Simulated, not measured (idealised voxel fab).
You're looking at the process module voxel spacer lines.
The cross-section shown here is cut; it is 195 nm wide and divided into square cells measuring 5 nm on a side.
We lay out every cross-section as a grid of square cells and spell it out in bands from the top down, where one band means one or more rows of cells. The entry gives the band's vertical extent as a top height and a bottom height in nm, then its horizontal make-up as materials from left to right, each with a width in nm. "empty" stands for empty space; a single material marked "everywhere" fills the band edge to edge. Convention: height 0 is the level below which the wafer, as received, is all one material. The lowest band does not terminate at the bottom but continues downward, represented as "0 down". Note: "30->40" means the width goes from the first number (top row of the band) to the second number (bottom row) in equal steps per row of cells. It should be understood that the words "identical to before", when stated for a given step, signify that the cross-section underwent no change in any of its cells during that step. In "Unvented voids" the enclosed voids are listed, meaning empty spaces of 8 cells or larger without any opening to the top. The form is width x height at distance, distance from the left edge, units nm. Where a step's line continues beyond its settings, the continuation is a remark by the simulator itself on that step. If you see "overlay nm" on a step's line and that step has a mask, it's telling you how far right of where it was planned the mask ended up; a negative number means it went left instead.

-- This section lists the process steps that were planned
1,RECEIVE (material Si)
2,CONFORMAL_DEP (material Al2O3; thk nm 5)
3,DIRECTIONAL_DEP (material TiN; thk nm 15)
4,DIRECTIONAL_DEP (material polySi; thk nm 30)
5,PATTERN (tone cover; mask id MANDREL; material resist; width nm 20; pitch nm 70; thk nm 35; overlay nm 0)
6,DIRECTIONAL_ETCH (etch materials polySi; depth nm 30)
7,STRIP (etch materials resist)
8,CONFORMAL_DEP (material SiO2; thk nm 15)
9,DIRECTIONAL_ETCH (etch materials SiO2; depth nm 15)
10,STRIP (etch materials polySi)
11,DIRECTIONAL_ETCH (etch materials TiN; depth nm 15)
12,STRIP (etch materials SiO2)

-- Cross-section of the wafer at receipt, which is the condition after step 1
    0 down: Si everywhere
    Unvented voids: none

-- The following cross-section depicts the wafer upon conclusion of the module. Processing commenced from the starting condition illustrated above and adhered to the plan illustrated above, save for one mistake in execution
    20 to 5: 15 nm TiN | 20 nm empty | 15 nm TiN | 20 nm empty | 15 nm TiN | 20 nm empty | 15 nm TiN | 20 nm empty | 15 nm TiN | 20 nm empty | 15 nm TiN | 5 nm empty
    5 to 0: polySi everywhere
    0 down: Si everywhere
    Unvented voids: none
The plan and the run diverged here: off-plan run, step 2, actual operation and settings CONFORMAL_DEP (material polySi; thk nm 5)
